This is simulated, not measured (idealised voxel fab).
process module | voxel wiring stack
cross-section cut | 200 nm wide | cells 5 nm
A cross-section is a grid of square cells, given in bands from the top down. A band is one or more rows of cells.
Each band's line starts with the height of the band's top and of its bottom, in nm. Then come its materials from left to right, each with its width in nm. One material with "throughout" fills the band from edge to edge. "air" is empty space.
Height 0 is the level under which the wafer as received is all one material. The lowest band goes on downwards, as in "0 down".
A width such as "30 to 40" changes by the same amount from each row of cells to the next, from the band's top row to its bottom row.
"no change" after a step means that no cell of the cross-section changed.
closed voids: empty space of 8 cells or more with no open way to the top, each as width x height at its distance from the left edge, in nm
after a step's settings: what the simulator itself notes on the step
overlay nm, on a step with a mask: how far to the right of its planned place the mask lay; to the left if negative
plan
1 op RECEIVE | material Si
2 op CONFORMAL_DEP | material SiO2 | thk nm 10
3 op DIRECTIONAL_DEP | material TiN | thk nm 5
4 op DIRECTIONAL_DEP | material W | thk nm 15
5 op DIRECTIONAL_DEP | material aC | thk nm 10
6 op PATTERN | tone cover | mask id METAL_1 | material resist | width nm 30 | pitch nm 60 | thk nm 25 | overlay nm 0
7 op DIRECTIONAL_ETCH | etch materials aC | depth nm 10
8 op STRIP | etch materials resist
9 op DIRECTIONAL_ETCH | etch materials W | depth nm 15
10 op DIRECTIONAL_ETCH | etch materials TiN | depth nm 5
11 op STRIP | etch materials aC
12 op FILL_DEP | material lowk | thk nm 10
13 op CMP | height nm 30
14 op CONFORMAL_DEP | material SiCN | thk nm 5
15 op DIRECTIONAL_DEP | material SiO2 | thk nm 30
16 op MASKED_ETCH | tone open | mask id METAL_2_HOLES | width nm 15 | pitch nm 120 | etch materials SiO2 | depth nm 30 | overlay nm 0
17 op MASKED_ETCH | tone open | mask id METAL_2 | width nm 30 | pitch nm 60 | etch materials SiO2 | depth nm 15 | overlay nm 0
18 op MASKED_ETCH | tone open | mask id METAL_2 | width nm 30 | pitch nm 60 | etch materials SiCN | depth nm 5 | overlay nm 0
19 op CONFORMAL_DEP | material TiN | thk nm 5
20 op FILL_DEP | material Ru | thk nm 5
21 op CMP | height nm 65
22 op CONFORMAL_DEP | material SiCN | thk nm 5
23 op DIRECTIONAL_DEP | material SiO2 | thk nm 15
24 op MASKED_ETCH | tone open | mask id PLUG_2 | width nm 15 | pitch nm 60 | etch materials SiO2 | depth nm 15 | overlay nm 0
25 op MASKED_ETCH | tone open | mask id PLUG_2 | width nm 15 | pitch nm 60 | etch materials SiCN | depth nm 5 | overlay nm 0
26 op EPI | material Ru | thk nm 10
27 op EPI | material Ru | thk nm 10
28 op CONFORMAL_DEP | material SiN | thk nm 5
29 op DIRECTIONAL_DEP | material SiO2 | thk nm 25
30 op PATTERN | tone open | mask id METAL_3 | material resist | width nm 30 | pitch nm 60 | thk nm 20 | overlay nm 0
31 op DIRECTIONAL_ETCH | etch materials SiO2 | depth nm 25
32 op DIRECTIONAL_ETCH | etch materials SiN | depth nm 5
33 op STRIP | etch materials resist
34 op CONFORMAL_DEP | material TiN | thk nm 5
35 op FILL_DEP | material Ru | thk nm 5
36 op CMP | height nm 115
37 op CONFORMAL_DEP | material SiN | thk nm 5
first wafer, as planned
as received, after step 1
  0 down: Si throughout
  closed voids: none
after step 2
  10 to 0: SiO2 throughout
  below 0: unchanged
after step 3
  15 to 10: TiN throughout
  below 10: unchanged
after step 4
  30 to 15: W throughout
  below 15: unchanged
after step 5
  40 to 30: aC throughout
  below 30: unchanged
after step 6
  65 to 40: air 25 | resist 30 | air 30 | resist 30 | air 30 | resist 30 | air 25
  below 40: unchanged
after step 7
  55 to 40: air 25 | resist 30 | air 30 | resist 30 | air 30 | resist 30 | air 25
  40 to 30: air 25 | aC 30 | air 30 | aC 30 | air 30 | aC 30 | air 25
  below 30: unchanged
after step 8
  40 to 30: air 25 | aC 30 | air 30 | aC 30 | air 30 | aC 30 | air 25
  below 30: unchanged
after step 9
  40 to 30: air 25 | aC 30 | air 30 | aC 30 | air 30 | aC 30 | air 25
  30 to 15: air 25 | W 30 | air 30 | W 30 | air 30 | W 30 | air 25
  below 15: unchanged
after step 10
  40 to 30: air 25 | aC 30 | air 30 | aC 30 | air 30 | aC 30 | air 25
  30 to 15: air 25 | W 30 | air 30 | W 30 | air 30 | W 30 | air 25
  15 to 10: air 25 | TiN 30 | air 30 | TiN 30 | air 30 | TiN 30 | air 25
  below 10: unchanged
after step 11
  30 to 15: air 25 | W 30 | air 30 | W 30 | air 30 | W 30 | air 25
  below 15: unchanged
after step 12
  40 to 30: lowk throughout
  30 to 15: lowk 25 | W 30 | lowk 30 | W 30 | lowk 30 | W 30 | lowk 25
  15 to 10: lowk 25 | TiN 30 | lowk 30 | TiN 30 | lowk 30 | TiN 30 | lowk 25
  below 10: unchanged
after step 13
  30 to 15: lowk 25 | W 30 | lowk 30 | W 30 | lowk 30 | W 30 | lowk 25
  below 15: unchanged
after step 14
  35 to 30: SiCN throughout
  below 30: unchanged
after step 15
  65 to 35: SiO2 throughout
  below 35: unchanged
after step 16
  65 to 35: SiO2 25 | air 15 | SiO2 105 | air 15 | SiO2 40
  below 35: unchanged
after step 17
  65 to 50: SiO2 25 | air 30 | SiO2 30 | air 30 | SiO2 30 | air 30 | SiO2 25
  below 50: unchanged
after step 18
  65 to 50: SiO2 25 | air 30 | SiO2 30 | air 30 | SiO2 30 | air 30 | SiO2 25
  50 to 35: SiO2 25 | air 15 | SiO2 105 | air 15 | SiO2 40
  35 to 30: SiCN 25 | air 15 | SiCN 105 | air 15 | SiCN 40
  below 30: unchanged
after step 19
  70 to 65: TiN 30 | air 20 | TiN 40 | air 20 | TiN 40 | air 20 | TiN 30
  65 to 55: SiO2 25 | TiN 5 | air 20 | TiN 5 | SiO2 30 | TiN 5 | air 20 | TiN 5 | SiO2 30 | TiN 5 | air 20 | TiN 5 | SiO2 25
  55 to 50: SiO2 25 | TiN 5 | air 5 | TiN 20 | SiO2 30 | TiN 30 | SiO2 30 | TiN 5 | air 5 | TiN 20 | SiO2 25
  50 to 35: SiO2 25 | TiN 5 | air 5 | TiN 5 | SiO2 105 | TiN 5 | air 5 | TiN 5 | SiO2 40
  35 to 30: SiCN 25 | TiN 15 | SiCN 105 | TiN 15 | SiCN 40
  below 30: unchanged
after step 20
  75 to 70: Ru throughout
  70 to 65: TiN 30 | Ru 20 | TiN 40 | Ru 20 | TiN 40 | Ru 20 | TiN 30
  65 to 55: SiO2 25 | TiN 5 | Ru 20 | TiN 5 | SiO2 30 | TiN 5 | Ru 20 | TiN 5 | SiO2 30 | TiN 5 | Ru 20 | TiN 5 | SiO2 25
  55 to 50: SiO2 25 | TiN 5 | Ru 5 | TiN 20 | SiO2 30 | TiN 30 | SiO2 30 | TiN 5 | Ru 5 | TiN 20 | SiO2 25
  50 to 35: SiO2 25 | TiN 5 | Ru 5 | TiN 5 | SiO2 105 | TiN 5 | Ru 5 | TiN 5 | SiO2 40
  below 35: unchanged
after step 21
  65 to 55: SiO2 25 | TiN 5 | Ru 20 | TiN 5 | SiO2 30 | TiN 5 | Ru 20 | TiN 5 | SiO2 30 | TiN 5 | Ru 20 | TiN 5 | SiO2 25
  below 55: unchanged
after step 22
  70 to 65: SiCN throughout
  below 65: unchanged
after step 23
  85 to 70: SiO2 throughout
  below 70: unchanged
after step 24
  85 to 70: SiO2 25 | air 15 | SiO2 45 | air 15 | SiO2 45 | air 15 | SiO2 40
  below 70: unchanged
after step 25
  85 to 70: SiO2 25 | air 15 | SiO2 45 | air 15 | SiO2 45 | air 15 | SiO2 40
  70 to 65: SiCN 25 | air 15 | SiCN 45 | air 15 | SiCN 45 | air 15 | SiCN 40
  below 65: unchanged
after step 26
  85 to 75: SiO2 25 | air 15 | SiO2 45 | air 15 | SiO2 45 | air 15 | SiO2 40
  75 to 70: SiO2 25 | Ru 15 | SiO2 45 | Ru 15 | SiO2 45 | Ru 15 | SiO2 40
  70 to 65: SiCN 25 | Ru 15 | SiCN 45 | Ru 15 | SiCN 45 | Ru 15 | SiCN 40
  below 65: unchanged
after step 27
  85 to 70: SiO2 25 | Ru 15 | SiO2 45 | Ru 15 | SiO2 45 | Ru 15 | SiO2 40
  below 70: unchanged
after step 28
  90 to 85: SiN throughout
  below 85: unchanged
after step 29
  115 to 90: SiO2 throughout
  below 90: unchanged
after step 30
  135 to 115: resist 25 | air 30 | resist 30 | air 30 | resist 30 | air 30 | resist 25
  below 115: unchanged
after step 31
  135 to 115: resist 25 | air 30 | resist 30 | air 30 | resist 30 | air 30 | resist 25
  115 to 90: SiO2 25 | air 30 | SiO2 30 | air 30 | SiO2 30 | air 30 | SiO2 25
  below 90: unchanged
after step 32
  135 to 115: resist 25 | air 30 | resist 30 | air 30 | resist 30 | air 30 | resist 25
  115 to 90: SiO2 25 | air 30 | SiO2 30 | air 30 | SiO2 30 | air 30 | SiO2 25
  90 to 85: SiN 25 | air 30 | SiN 30 | air 30 | SiN 30 | air 30 | SiN 25
  below 85: unchanged
after step 33
  115 to 90: SiO2 25 | air 30 | SiO2 30 | air 30 | SiO2 30 | air 30 | SiO2 25
  below 90: unchanged
after step 34
  120 to 115: TiN 30 | air 20 | TiN 40 | air 20 | TiN 40 | air 20 | TiN 30
  115 to 90: SiO2 25 | TiN 5 | air 20 | TiN 5 | SiO2 30 | TiN 5 | air 20 | TiN 5 | SiO2 30 | TiN 5 | air 20 | TiN 5 | SiO2 25
  90 to 85: SiN 25 | TiN 30 | SiN 30 | TiN 30 | SiN 30 | TiN 30 | SiN 25
  below 85: unchanged
after step 35
  125 to 120: Ru throughout
  120 to 115: TiN 30 | Ru 20 | TiN 40 | Ru 20 | TiN 40 | Ru 20 | TiN 30
  115 to 90: SiO2 25 | TiN 5 | Ru 20 | TiN 5 | SiO2 30 | TiN 5 | Ru 20 | TiN 5 | SiO2 30 | TiN 5 | Ru 20 | TiN 5 | SiO2 25
  below 90: unchanged
after step 36
  115 to 90: SiO2 25 | TiN 5 | Ru 20 | TiN 5 | SiO2 30 | TiN 5 | Ru 20 | TiN 5 | SiO2 30 | TiN 5 | Ru 20 | TiN 5 | SiO2 25
  below 90: unchanged
after step 37
  120 to 115: SiN throughout
  below 115: unchanged
second wafer: like start, like plan, one mistake. Through step 25 it matches the first wafer
when step 27 should have ended
  95 to 85: air 15 | Ru 35 | air 25 | Ru 35 | air 25 | Ru 35 | air 30
  85 to 70: SiO2 25 | Ru 15 | SiO2 45 | Ru 15 | SiO2 45 | Ru 15 | SiO2 40
  70 to 65: SiCN 25 | Ru 15 | SiCN 45 | Ru 15 | SiCN 45 | Ru 15 | SiCN 40
  below 65: unchanged
when step 28 should have ended
  100 to 95: air 10 | SiN 45 | air 15 | SiN 45 | air 15 | SiN 45 | air 25
  95 to 90: air 10 | SiN 5 | Ru 35 | SiN 5 | air 15 | SiN 5 | Ru 35 | SiN 5 | air 15 | SiN 5 | Ru 35 | SiN 5 | air 25
  90 to 85: SiN 15 | Ru 35 | SiN 25 | Ru 35 | SiN 25 | Ru 35 | SiN 30
  below 85: unchanged
when step 29 should have ended
  125 to 115: air 10 | SiO2 45 | air 15 | SiO2 45 | air 15 | SiO2 45 | air 25
  115 to 100: SiO2 throughout
  100 to 95: SiO2 10 | SiN 45 | SiO2 15 | SiN 45 | SiO2 15 | SiN 45 | SiO2 25
  95 to 90: SiO2 10 | SiN 5 | Ru 35 | SiN 5 | SiO2 15 | SiN 5 | Ru 35 | SiN 5 | SiO2 15 | SiN 5 | Ru 35 | SiN 5 | SiO2 25
  below 90: unchanged
when step 30 should have ended
  145 to 125: resist 25 | air 30 | resist 30 | air 30 | resist 30 | air 30 | resist 25
  125 to 115: resist 10 | SiO2 45 | resist 15 | SiO2 45 | resist 15 | SiO2 45 | resist 25
  below 115: unchanged
when step 31 should have ended
  145 to 125: resist 25 | air 30 | resist 30 | air 30 | resist 30 | air 30 | resist 25
  125 to 115: resist 10 | SiO2 15 | air 30 | resist 15 | SiO2 15 | air 30 | resist 15 | SiO2 15 | air 30 | resist 25
  115 to 100: SiO2 25 | air 30 | SiO2 30 | air 30 | SiO2 30 | air 30 | SiO2 25
  below 100: unchanged
when step 32 should have ended
  145 to 125: resist 25 | air 30 | resist 30 | air 30 | resist 30 | air 30 | resist 25
  125 to 115: resist 10 | SiO2 15 | air 30 | resist 15 | SiO2 15 | air 30 | resist 15 | SiO2 15 | air 30 | resist 25
  115 to 100: SiO2 25 | air 30 | SiO2 30 | air 30 | SiO2 30 | air 30 | SiO2 25
  100 to 95: SiO2 10 | SiN 15 | air 30 | SiO2 15 | SiN 15 | air 30 | SiO2 15 | SiN 15 | air 30 | SiO2 25
  below 95: unchanged
when step 33 should have ended
  125 to 115: air 10 | SiO2 15 | air 45 | SiO2 15 | air 45 | SiO2 15 | air 55
  below 115: unchanged
when step 34 should have ended
  130 to 125: air 5 | TiN 25 | air 35 | TiN 25 | air 35 | TiN 25 | air 50
  125 to 120: air 5 | TiN 5 | SiO2 15 | TiN 5 | air 35 | TiN 5 | SiO2 15 | TiN 5 | air 35 | TiN 5 | SiO2 15 | TiN 5 | air 50
  120 to 115: TiN 10 | SiO2 15 | TiN 5 | air 20 | TiN 20 | SiO2 15 | TiN 5 | air 20 | TiN 20 | SiO2 15 | TiN 5 | air 20 | TiN 30
  115 to 100: SiO2 25 | TiN 5 | air 20 | TiN 5 | SiO2 30 | TiN 5 | air 20 | TiN 5 | SiO2 30 | TiN 5 | air 20 | TiN 5 | SiO2 25
  100 to 95: SiO2 10 | SiN 15 | TiN 30 | SiO2 15 | SiN 15 | TiN 30 | SiO2 15 | SiN 15 | TiN 30 | SiO2 25
  below 95: unchanged
when step 35 should have ended
  135 to 130: Ru throughout
  130 to 125: Ru 5 | TiN 25 | Ru 35 | TiN 25 | Ru 35 | TiN 25 | Ru 50
  125 to 120: Ru 5 | TiN 5 | SiO2 15 | TiN 5 | Ru 35 | TiN 5 | SiO2 15 | TiN 5 | Ru 35 | TiN 5 | SiO2 15 | TiN 5 | Ru 50
  120 to 115: TiN 10 | SiO2 15 | TiN 5 | Ru 20 | TiN 20 | SiO2 15 | TiN 5 | Ru 20 | TiN 20 | SiO2 15 | TiN 5 | Ru 20 | TiN 30
  115 to 100: SiO2 25 | TiN 5 | Ru 20 | TiN 5 | SiO2 30 | TiN 5 | Ru 20 | TiN 5 | SiO2 30 | TiN 5 | Ru 20 | TiN 5 | SiO2 25
  below 100: unchanged
when step 36 should have ended
  115 to 100: SiO2 25 | TiN 5 | Ru 20 | TiN 5 | SiO2 30 | TiN 5 | Ru 20 | TiN 5 | SiO2 30 | TiN 5 | Ru 20 | TiN 5 | SiO2 25
  below 100: unchanged
when step 37 should have ended
  120 to 115: SiN throughout
  below 115: unchanged
what went wrong: one of the steps 26 and 27, which are alike, was run twice
at the end the second wafer has, in cells: 18 more of Ru | 12 more of SiN | 18 fewer of SiO2 | 12 fewer of TiN
